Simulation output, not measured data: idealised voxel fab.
process module | voxel double patterning
cross-section cut | 190 nm wide | cells 5 nm
A cross-section is a grid of square cells, given in bands from the top down. A band is one or more rows of cells.
Each band's line starts with the height of the band's top and of its bottom, in nm. Then come its materials from left to right, each with its width in nm. One material with "throughout" fills the band from edge to edge. "air" is empty space.
Height 0 is the level under which the wafer as received is all one material. The lowest band goes on downwards, as in "0 down".
A width such as "30 to 40" changes by the same amount from each row of cells to the next, from the band's top row to its bottom row.
"no change" after a step means that no cell of the cross-section changed.
closed voids: empty space of 8 cells or more with no open way to the top, each as width x height at its distance from the left edge, in nm
after a step's settings: what the simulator itself notes on the step
overlay nm, on a step with a mask: how far to the right of its planned place the mask lay; to the left if negative
plan
1 op RECEIVE | material Si
2 op CONFORMAL_DEP | material SiO2 | thk nm 5
3 op DIRECTIONAL_DEP | material TiN | thk nm 10
4 op DIRECTIONAL_DEP | material SiN | thk nm 10
5 op DIRECTIONAL_DEP | material aC | thk nm 15
6 op PATTERN | tone open | mask id FIRST | material resist | width nm 15 | pitch nm 50 | thk nm 30 | overlay nm 0
7 op DIRECTIONAL_ETCH | etch materials aC | depth nm 15
8 op STRIP | etch materials resist
9 op DIRECTIONAL_ETCH | etch materials SiN | depth nm 10
10 op STRIP | etch materials aC
11 op DIRECTIONAL_DEP | material aC | thk nm 15
12 op PATTERN | tone open | mask id SECOND | material resist | width nm 15 | thk nm 30 | overlay nm 0
13 op DIRECTIONAL_ETCH | etch materials aC | depth nm 15
14 op STRIP | etch materials resist
15 op DIRECTIONAL_ETCH | etch materials SiN | depth nm 10
16 op STRIP | etch materials aC
17 op DIRECTIONAL_ETCH | etch materials TiN | depth nm 10
18 op STRIP | etch materials SiN
as received, after step 1
  0 down: Si throughout
  closed voids: none
a wafer at the end: this start, this plan, one mistake
  20 to 15: air 60 | TiN 15 | air 35 | TiN 15 | air 65
  15 to 5: TiN throughout
  5 to 0: SiO2 throughout
  0 down: Si throughout
  closed voids: none
what went wrong: step 11 ran as: op DIRECTIONAL_DEP | material TiN | thk nm 15
